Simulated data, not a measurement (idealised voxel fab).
Process module in this document: voxel gate over fins
Square cells of 5 nm make up the cross-section cut, whose width is 150 nm.
The cross-sections in this document take the form of a grid made of square cells. They are written out as bands, in order from top to bottom. Each band consists of one or more rows of cells.
For a band, the entry starts with two heights in nm, that of the top and then that of the bottom, and carries on with the band's materials in order from left to right, each alongside its width in nm; the word "throughout" beside a single material means it fills the band edge to edge, and "blank" means empty space.
Basically, 0 is our baseline, since under it the wafer straight out of the box is all one material. The bottom band has no lower end and keeps on going down, so it looks like "0 down".
A width such as "30->40" changes by the same amount from each row of cells to the next, from the band's top row to its bottom row.
"remains unaltered" after a step means that no cell of the cross-section changed.
The label "Closed-off voids" introduces a list of the empty spaces, 8 cells or larger, that have no open way up to the top; each entry in it reads width x height at distance, where the distance is taken from the left edge and all three are stated in nm.
Text after the settings on a step's line: the simulator's own remark on that step.
Regarding "overlay nm": on a step with a mask, it is the distance the mask lay to the right of its planned place; a negative value places it to the left.

-- So here's the lineup of process steps we planned
- 1: RECEIVE, material Si
- 2: CONFORMAL_DEP, material SiN, thk nm 10
- 3: DIRECTIONAL_DEP, material aC, thk nm 10
- 4: PATTERN, tone cover, mask id FINS, material resist, width nm 15, pitch nm 35, thk nm 25, overlay nm 0
- 5: DIRECTIONAL_ETCH, etch materials aC, depth nm 10
- 6: STRIP, etch materials resist
- 7: DIRECTIONAL_ETCH, etch materials SiN, depth nm 10
- 8: DIRECTIONAL_ETCH, etch materials Si, depth nm 35
- 9: STRIP, etch materials aC
- 10: FILL_DEP, material SiO2, thk nm 10
- 11: CMP, height nm 10
- 12: SELECTIVE_ETCH, etch materials SiO2, depth nm 20
- 13: STRIP, etch materials SiN
- 14: CONFORMAL_DEP, material HfO2, thk nm 5
- 15: CONFORMAL_DEP, material TiN, thk nm 5
- 16: FILL_DEP, material W, thk nm 15
- 17: CMP, height nm 20
- 18: CONFORMAL_DEP, material SiCN, thk nm 5

-- Incoming wafer in cross-section (state: after step 1)
	0 down | Si throughout
	Closed-off voids: none

-- Starting wafer: above. Plan: above. Run: one mistake. Cross-section after the module: below
	25 to 20 | SiCN throughout
	20 to 10 | W throughout
	10 to 5 | 5 nm W / 140 nm TiN / 5 nm W
	5 to 0 | 5 nm W / 5 nm TiN / 25 nm HfO2 / 10 nm TiN / 25 nm HfO2 / 10 nm TiN / 25 nm HfO2 / 10 nm TiN / 25 nm HfO2 / 5 nm TiN / 5 nm W
	0 to -20 | 5 nm W / 5 nm TiN / 5 nm HfO2 / 15 nm Si / 5 nm HfO2 / 10 nm TiN / 5 nm HfO2 / 15 nm Si / 5 nm HfO2 / 10 nm TiN / 5 nm HfO2 / 15 nm Si / 5 nm HfO2 / 10 nm TiN / 5 nm HfO2 / 15 nm Si / 5 nm HfO2 / 5 nm TiN / 5 nm W
	-20 to -25 | 10 nm TiN / 5 nm HfO2 / 15 nm Si / 5 nm HfO2 / 10 nm TiN / 5 nm HfO2 / 15 nm Si / 5 nm HfO2 / 10 nm TiN / 5 nm HfO2 / 15 nm Si / 5 nm HfO2 / 10 nm TiN / 5 nm HfO2 / 15 nm Si / 5 nm HfO2 / 10 nm TiN
	-25 to -30 | 15 nm HfO2 / 15 nm Si / 20 nm HfO2 / 15 nm Si / 20 nm HfO2 / 15 nm Si / 20 nm HfO2 / 15 nm Si / 15 nm HfO2
	-30 to -35 | 15 nm SiO2 / 15 nm Si / 20 nm SiO2 / 15 nm Si / 20 nm SiO2 / 15 nm Si / 20 nm SiO2 / 15 nm Si / 15 nm SiO2
	-35 down | Si throughout
	Closed-off voids: none
Plan not followed: step 12, plan: ran twice
